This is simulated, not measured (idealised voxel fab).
Process module under the name voxel self aligned contacts
FYI the section here is cut, 195 nm wide, cells are 5 nm squares.
Format of a cross-section: grid, square cells. Given as bands. Order: top down. Band: one or more rows of cells.
Top height, bottom height, nm. Materials left to right, width each, nm. Single material + "throughout" = fills band edge to edge. "blank" = empty.
Height 0 is the level under which the wafer as received is all one material. The lowest band goes on downwards, as in "z 0 and below".
When a width is written as two numbers, as in "30..40", the first number is the width in the top row of cells of the band and the second is the width in its bottom row, and the width changes by the same amount from each row to the next.
Basically "nothing different" means that step didn't change any cell in the cross-section.
Any empty space of 8 cells or more lacking an open way to the top shows up in "Completely sealed voids" as width x height at distance, distance from the left edge, in nm.
Whatever follows a step's settings on its line is a remark the simulator itself makes about that step.
overlay nm: right-of-plan distance of the mask on a masked step; negative values mean left-of-plan.

### The steps planned for the process are as follows
1,op RECEIVE | material Si
2,op CONFORMAL_DEP | material SiO2 | thk nm 5
3,op DIRECTIONAL_DEP | material polySi | thk nm 30
4,op DIRECTIONAL_DEP | material SiN | thk nm 15
5,op PATTERN | tone cover | mask id GATE | material resist | width nm 30 | pitch nm 65 | thk nm 15 | overlay nm 0
6,op DIRECTIONAL_ETCH | etch materials SiN | depth nm 15
7,op DIRECTIONAL_ETCH | etch materials polySi | depth nm 30
8,op STRIP | etch materials resist
9,op CONFORMAL_DEP | material SiN | thk nm 5
10,op DIRECTIONAL_ETCH | etch materials SiN | depth nm 5
11,op FILL_DEP | material SiO2 | thk nm 15
12,op CMP | height nm 60
13,op MASKED_ETCH | tone open | mask id CONTACT | width nm 35 | pitch nm 65 | etch materials SiO2 | depth nm 60 | overlay nm 0
14,op CONFORMAL_DEP | material TiN | thk nm 5
15,op FILL_DEP | material Ru | thk nm 5
16,op CMP | height nm 60
17,op CONFORMAL_DEP | material SiCN | thk nm 5
It is noted that the wafers described herein are identical at the outset and are distinguished by the width nm of step 13; the value stated in the plan corresponds to the first wafer.

### Cross-section of the first of several received wafers, showing its state after step 1
    z 0 and below: Si throughout
    Completely sealed voids: none

### Cross-section, first of several wafers, end of module, after last step 17
    z 65 to 60: SiCN throughout
    z 60 to 50: SiO2 (45) / TiN (5..10) / Ru (25..15) / TiN (5..10) / SiO2 (30) / TiN (5..10) / Ru (25..15) / TiN (5..10) / SiO2 (50)
    z 50 to 35: SiO2 (10) / SiN (40) / TiN (5) / Ru (15) / TiN (5) / SiN (40) / TiN (5) / Ru (15) / TiN (5) / SiN (40) / SiO2 (15)
    z 35 to 5: SiO2 (10) / SiN (5) / polySi (30) / SiN (5) / TiN (5) / Ru (15) / TiN (5) / SiN (5) / polySi (30) / SiN (5) / TiN (5) / Ru (15) / TiN (5) / SiN (5) / polySi (30) / SiN (5) / SiO2 (15)
    z 5 to 0: SiO2 (50) / TiN (25) / SiO2 (40) / TiN (25) / SiO2 (55)
    z 0 and below: Si throughout
    Completely sealed voids: none

### Cross-sectional depiction of the last of several wafers upon completion of the module
    z 65 to 60: SiCN throughout
    z 60 to 50: SiO2 (40) / TiN (5..15) / Ru (40..15) / TiN (5..20) / SiO2 (15) / TiN (5..15) / Ru (40..15) / TiN (5..20) / SiO2 (40)
    z 50 to 35: SiO2 (10) / SiN (40) / TiN (5) / Ru (15) / TiN (5) / SiN (40) / TiN (5) / Ru (15) / TiN (5) / SiN (40) / SiO2 (15)
    z 35 to 5: SiO2 (10) / SiN (5) / polySi (30) / SiN (5) / TiN (5) / Ru (15) / TiN (5) / SiN (5) / polySi (30) / SiN (5) / TiN (5) / Ru (15) / TiN (5) / SiN (5) / polySi (30) / SiN (5) / SiO2 (15)
    z 5 to 0: SiO2 (50) / TiN (25) / SiO2 (40) / TiN (25) / SiO2 (55)
    z 0 and below: Si throughout
    Completely sealed voids: none

### Where each wafer stands at the end of the module, a row apiece: cells of each material gained (+) or lost (-) since it was received, then closed voids
width nm 35, +70 Ru, +39 SiCN, +108 SiN, +124 SiO2, +58 TiN, +108 polySi, Completely sealed voids: none
width nm 40, +72 Ru, +39 SiCN, +108 SiN, +120 SiO2, +60 TiN, +108 polySi, Completely sealed voids: none
width nm 45, +74 Ru, +39 SiCN, +108 SiN, +116 SiO2, +62 TiN, +108 polySi, Completely sealed voids: none
width nm 50, +76 Ru, +39 SiCN, +108 SiN, +112 SiO2, +64 TiN, +108 polySi, Completely sealed voids: none
